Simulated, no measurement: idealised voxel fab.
Process module, titled voxel air gaps
Each square cell in cross-section cut measures 5 nm, and the section as a whole is 175 nm wide.
Reading order for cross-sections: top band down to bottom band. Underlying form: a grid of square cells. Band size: one or more rows of cells. Heights first: top, then bottom, in nm. Then materials, left to right, each with a width in nm. "full width" on a single material: fills the band edge to edge. "empty": empty space. The level at which height equals 0 is the one under which the wafer, as it arrives, is entirely one material. No lower edge exists for the bottom band, which continues downward and is notated as in "from 0 down". A width such as "30 to 40" changes by the same amount from each row of cells to the next, from the band's top row to its bottom row. "remained unchanged" after a step means that no cell of the cross-section changed. Entry "Closed void inventory". Content: empty spaces with no open connection to the top, size 8 cells or greater. Each: width x height at distance. Distance: from left edge. Unit: nm. On a step's line, text after the settings is the simulator commenting on that step. overlay nm: mask offset rightward from planned place, masked step; negative means leftward offset.
Process steps (planned):
1) RECEIVE [material Si]
2) CONFORMAL_DEP [material SiO2] [thk nm 15]
3) CONFORMAL_DEP [material SiCN] [thk nm 5]
4) DIRECTIONAL_DEP [material SiO2] [thk nm 30]
5) DIRECTIONAL_DEP [material aC] [thk nm 15]
6) PATTERN [tone open] [mask id LINES] [material resist] [width nm 25] [pitch nm 50] [thk nm 35] [overlay nm 0]
7) DIRECTIONAL_ETCH [etch materials aC] [depth nm 15]
8) STRIP [etch materials resist]
9) DIRECTIONAL_ETCH [etch materials SiO2] [depth nm 30]
10) STRIP [etch materials aC]
11) CONFORMAL_DEP [material TiN] [thk nm 5]
12) FILL_DEP [material Cu] [thk nm 10]
13) CMP [height nm 50]
14) EPI [material Ru] [thk nm 10]
15) SELECTIVE_ETCH [etch materials SiO2] [depth nm 40]
16) CONFORMAL_DEP [material SiCN] [thk nm 5]
Step 1 complete: cross-section of the wafer as received:
from 0 down | Si full width
Closed void inventory: none
End-of-module cross-section. Starting structure and process plan as above; one mistake made in running it:
from 65 to 60 | empty (20), then SiCN (155)
from 60 to 50 | empty (20), then SiCN (5), then Ru (45), then SiCN (5), then Ru (45), then SiCN (5), then Ru (45), then SiCN (5)
from 50 to 45 | empty (20), then SiCN (15), then TiN (5), then Cu (15), then TiN (5), then SiCN (25), then TiN (5), then Cu (15), then TiN (5), then SiCN (25), then TiN (5), then Cu (15), then TiN (5), then SiCN (15)
from 45 to 25 | empty (30), then SiCN (5), then TiN (5), then Cu (15), then TiN (5), then SiCN (5), then empty (15), then SiCN (5), then TiN (5), then Cu (15), then TiN (5), then SiCN (5), then empty (15), then SiCN (5), then TiN (5), then Cu (15), then TiN (5), then SiCN (5), then empty (10)
from 25 to 20 | SiCN (35), then TiN (25), then SiCN (25), then TiN (25), then SiCN (25), then TiN (25), then SiCN (15)
from 20 to 15 | SiCN full width
from 15 to 0 | SiO2 full width
from 0 down | Si full width
Closed void inventory: 15 x 20 at 65; 15 x 20 at 115; 10 x 20 at 165
Run error: step 6 ran as: PATTERN [tone open] [mask id LINES] [material resist] [width nm 25] [pitch nm 50] [thk nm 35] [overlay nm 10]
